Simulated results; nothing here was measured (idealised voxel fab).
Process module in this document: voxel ribs on slabs
For reference, the cross-section in this document is cut, with width 190 nm and square cells of 5 nm.
Square cells in a grid make up a cross-section in this document, and the grid is given as bands, listed from the top down, each one or more rows of cells.
Read a band's entry like this: the first values are the height of its top and the height of its bottom in nm, and what follows is the sequence of materials from left to right, each with its width in nm. Note that "air" is empty space, and that a single material marked "everywhere" reaches across the band from edge to edge.
For the purposes of this specification, 0 denotes the height below which the wafer in its as-received condition is composed wholly of one material, and the lowermost band, lacking a lower limit, extends downward without end, as expressed in "from 0 down".
A width given as "30 to 40" starts at the first number in the band's top row and ends at the second number in its bottom row, shifting by an equal amount at every step from row to row.
Where the words "remained unchanged" appear for a step, the cross-section shows no cell changed by that step; every cell remained as before.
"Closed void roster" - sealed voids, min. 8 cells, no opening to top; format: width x height at distance (distance from left edge; nm throughout).
Where a step's line continues beyond its settings, the continuation is a remark by the simulator itself on that step.
A step line may carry the setting "overlay nm", which, for steps involving a mask, states the distance by which the mask lay to the right of its intended position; negative values denote displacement to the left.
Set out below are the planned steps of the process
1: RECEIVE | material Si
2: DIRECTIONAL_DEP | material SiO2 | thk nm 20
3: DIRECTIONAL_DEP | material polySi | thk nm 25
4: DIRECTIONAL_DEP | material aC | thk nm 10
5: PATTERN | tone cover | mask id RIB | material resist | width nm 25 | thk nm 25 | overlay nm 0
6: DIRECTIONAL_ETCH | etch materials aC | depth nm 10
7: STRIP | etch materials resist
8: DIRECTIONAL_ETCH | etch materials polySi | depth nm 10
9: STRIP | etch materials aC
10: PATTERN | tone cover | mask id SLAB | material resist | width nm 75 | thk nm 20 | overlay nm 0
11: DIRECTIONAL_ETCH | etch materials polySi | depth nm 15
12: STRIP | etch materials resist
13: FILL_DEP | material SiO2 | thk nm 25
14: CMP | height nm 65
15: DIRECTIONAL_DEP | material W | thk nm 5
16: MASKED_ETCH | tone cover | mask id HEATER | width nm 35 | etch materials W | depth nm 5 | overlay nm 0
17: CONFORMAL_DEP | material SiN | thk nm 5
As-received wafer cross-section (after step 1)
from 0 down: Si everywhere
Closed void roster: none
Figure: cross-sectional view of the wafer upon completion of the module, processed from the initial state and according to the plan depicted above, with one error introduced during execution
from 70 to 65: 75 nm air, then 35 nm W, then 80 nm air
from 65 to 45: SiO2 everywhere
from 45 to 35: 80 nm SiO2, then 25 nm polySi, then 85 nm SiO2
from 35 to 20: 55 nm SiO2, then 75 nm polySi, then 60 nm SiO2
from 20 to 0: SiO2 everywhere
from 0 down: Si everywhere
Closed void roster: none
Error vs. plan: step 17 of the plan got skipped, so it never ran
